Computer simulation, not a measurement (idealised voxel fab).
You're looking at the process module voxel gate over fins.
290 nm wide, 5 nm square cells: that's cross-section cut.
Cross-section = grid of square cells, listed top down in bands; band = one or more rows.
It is stipulated that each band's entry specify, in nanometres, the height of the top of the band and then that of its bottom, followed by the materials of the band in left-to-right sequence, each together with its width in nanometres. A single material marked by the word "full width" is understood to fill the band from edge to edge; the word "blank" is understood to denote empty space.
Height datum 0, below which the as-received substrate wafer is one material. Lowest band open at the bottom, running downward: "0 down".
The expression "30->40" gives the width at the extremes of the band, the first number at its top row of cells and the second at its bottom row, with the width changing by equal amounts from each row to the next in between.
Given "nothing changed" for a step, no cell of the cross-section differs between before and after that step.
Listed closed voids: empty space of 8 cells or more with no open way to the top, each as width x height at its distance from the left edge, in nm
Formally, on a step line, whatever follows the settings is a remark that the simulator itself makes on the step.
Steps that use a mask can have "overlay nm" on their line. It says how far the mask sat to the right of where it was meant to be. Negative means to the left.

[So here's the lineup of process steps we planned]
| 1 | RECEIVE,material Si |
| 2 | CONFORMAL_DEP,material SiN,thk nm 5 |
| 3 | PATTERN,tone cover,mask id FINS,material resist,width nm 15,pitch nm 35,thk nm 20,overlay nm -15 |
| 4 | DIRECTIONAL_ETCH,etch materials SiN,depth nm 5 |
| 5 | DIRECTIONAL_ETCH,etch materials Si,depth nm 35 |
| 6 | STRIP,etch materials resist |
| 7 | FILL_DEP,material SiO2,thk nm 5 |
| 8 | CMP,height nm 5 |
| 9 | SELECTIVE_ETCH,etch materials SiO2,depth nm 20 |
| 10 | STRIP,etch materials SiN |
| 11 | CONFORMAL_DEP,material HfO2,thk nm 5 |
| 12 | CONFORMAL_DEP,material TiN,thk nm 5 |
| 13 | CONFORMAL_DEP,material TiAl,thk nm 5 |
| 14 | CONFORMAL_DEP,material TiN,thk nm 5 |
| 15 | FILL_DEP,material W,thk nm 10 |
| 16 | CMP,height nm 25 |
| 17 | CONFORMAL_DEP,material SiCN,thk nm 5 |
Keep in mind the plan's value for the overlay nm of step 3 comes from the first wafer; the wafers don't share that setting, but they do share the same starting point.

[First of several wafers (as received, post step 1), cross-sectional view]
> 0 down  Si full width
> Listed closed voids: none

[Every row in this table is a wafer at the end of the module, and it gives, for each of the materials, the cells that wafer has gained (+) or lost (-) since it was received, then its closed voids]
overlay nm -15 | +76 HfO2 | -343 Si | +58 SiCN | +196 SiO2 | +64 TiAl | +140 TiN | +157 W | Listed closed voids: none
overlay nm -10 | +76 HfO2 | -343 Si | +58 SiCN | +196 SiO2 | +64 TiAl | +140 TiN | +157 W | Listed closed voids: none
overlay nm -5 | +76 HfO2 | -343 Si | +58 SiCN | +196 SiO2 | +64 TiAl | +140 TiN | +157 W | Listed closed voids: none
overlay nm 0 | +76 HfO2 | -343 Si | +58 SiCN | +196 SiO2 | +64 TiAl | +140 TiN | +157 W | Listed closed voids: none
overlay nm 5 | +76 HfO2 | -343 Si | +58 SiCN | +196 SiO2 | +64 TiAl | +140 TiN | +157 W | Listed closed voids: none
overlay nm 10 | +76 HfO2 | -343 Si | +58 SiCN | +196 SiO2 | +64 TiAl | +140 TiN | +157 W | Listed closed voids: none
overlay nm 15 | +76 HfO2 | -343 Si | +58 SiCN | +196 SiO2 | +64 TiAl | +140 TiN | +157 W | Listed closed voids: none
